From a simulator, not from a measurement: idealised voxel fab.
Process module in this document: voxel self aligned contacts
For reference, the cross-section in this document is cut, with width 200 nm and square cells of 5 nm.
Each cross-section below is a grid of square cells, stated as bands in top-down order, with one or more rows of cells making up each band. Quick guide to a band line: top height, bottom height (nm) up front; then every material left to right with its width in nm. Only one material and it's marked "full width"? Then it fills the band edge to edge. And "blank" just means empty space. The reference from which all heights are counted is 0, the level beneath which the as-received wafer is entirely one material; the lowest band, having no lower bound, proceeds downward and is written after the example "0 down". When a width is written as two numbers, as in "30 to 40", the first number is the width in the top row of cells of the band and the second is the width in its bottom row, and the width changes by the same amount from each row to the next. "same as before" (step): cross-section cells unchanged, all of them. What "Closed void list" gives you is every empty space of 8 cells or more that is cut off from the top. Each appears as width x height at distance, with the distance taken from the left edge and width, height and distance all in nm. What comes after the settings on a step's line is commentary from the simulator itself on that step. A step line may carry the setting "overlay nm", which, for steps involving a mask, states the distance by which the mask lay to the right of its intended position; negative values denote displacement to the left.

The planned process steps are enumerated hereunder
1: RECEIVE [material Si]
2: OXIDIZE [depth nm 5]
3: DIRECTIONAL_DEP [material polySi] [thk nm 30]
4: DIRECTIONAL_DEP [material SiN] [thk nm 20]
5: DIRECTIONAL_DEP [material aC] [thk nm 15]
6: PATTERN [tone cover] [mask id GATE] [material resist] [width nm 25] [pitch nm 60] [thk nm 35] [overlay nm 0]
7: DIRECTIONAL_ETCH [etch materials aC] [depth nm 15]
8: STRIP [etch materials resist]
9: DIRECTIONAL_ETCH [etch materials SiN] [depth nm 20]
10: DIRECTIONAL_ETCH [etch materials polySi] [depth nm 30]
11: STRIP [etch materials aC]
12: CONFORMAL_DEP [material SiN] [thk nm 10]
13: DIRECTIONAL_ETCH [etch materials SiN] [depth nm 10]
14: FILL_DEP [material SiO2] [thk nm 20]
15: CMP [height nm 60]
16: PATTERN [tone open] [mask id CONTACT] [material resist] [width nm 45] [pitch nm 60] [thk nm 15] [overlay nm 0]
17: DIRECTIONAL_ETCH [etch materials SiO2] [depth nm 65]
18: STRIP [etch materials resist]
19: CONFORMAL_DEP [material TiN] [thk nm 5]
20: FILL_DEP [material Ru] [thk nm 10]
21: CMP [height nm 60]
22: CONFORMAL_DEP [material SiCN] [thk nm 5]

Wafer cross-section on receipt, i.e. after step 1
	0 down | Si full width
	Closed void list: none

Wafer cross-section at module end: first of two, run to plan
	65 to 60 | SiCN full width
	60 to 50 | SiO2: 45  TiN: 5 to 20  Ru: 35 to 5  TiN: 5 to 20  SiO2: 15  TiN: 5 to 20  Ru: 35 to 5  TiN: 5 to 20  SiO2: 50
	50 to 30 | SiO2: 15  SiN: 45  TiN: 5  Ru: 5  TiN: 5  SiN: 45  TiN: 5  Ru: 5  TiN: 5  SiN: 45  SiO2: 20
	30 to 0 | SiO2: 15  SiN: 10  polySi: 25  SiN: 10  TiN: 5  Ru: 5  TiN: 5  SiN: 10  polySi: 25  SiN: 10  TiN: 5  Ru: 5  TiN: 5  SiN: 10  polySi: 25  SiN: 10  SiO2: 20
	0 to -5 | SiO2: 60  TiN: 15  SiO2: 45  TiN: 15  SiO2: 65
	-5 down | Si full width
	Closed void list: none

Now the second wafer, cross-sectioned at the end of the module. Nothing different at the start, nothing different in the plan compared with the first, just one mistake when it was actually run
	65 to 60 | SiCN full width
	60 to 55 | SiO2: 15  SiN: 45  TiN: 5  Ru: 5  TiN: 5  SiN: 45  TiN: 5  Ru: 5  TiN: 5  SiN: 45  SiO2: 20
	55 to 50 | SiO2: 15  SiN: 45  TiN: 15  SiN: 45  TiN: 15  SiN: 45  SiO2: 20
	50 to 30 | SiN full width
	30 to 0 | polySi full width
	0 to -5 | SiO2 full width
	-5 down | Si full width
	Closed void list: none
Diagnosis: yeah, plan step 4 got run twice
At the finish, the second wafer shows more or fewer cells for some materials than the first does: Ru: 34 fewer | SiN: 34 more | SiO2: 94 fewer | TiN: 56 fewer | polySi: 150 more
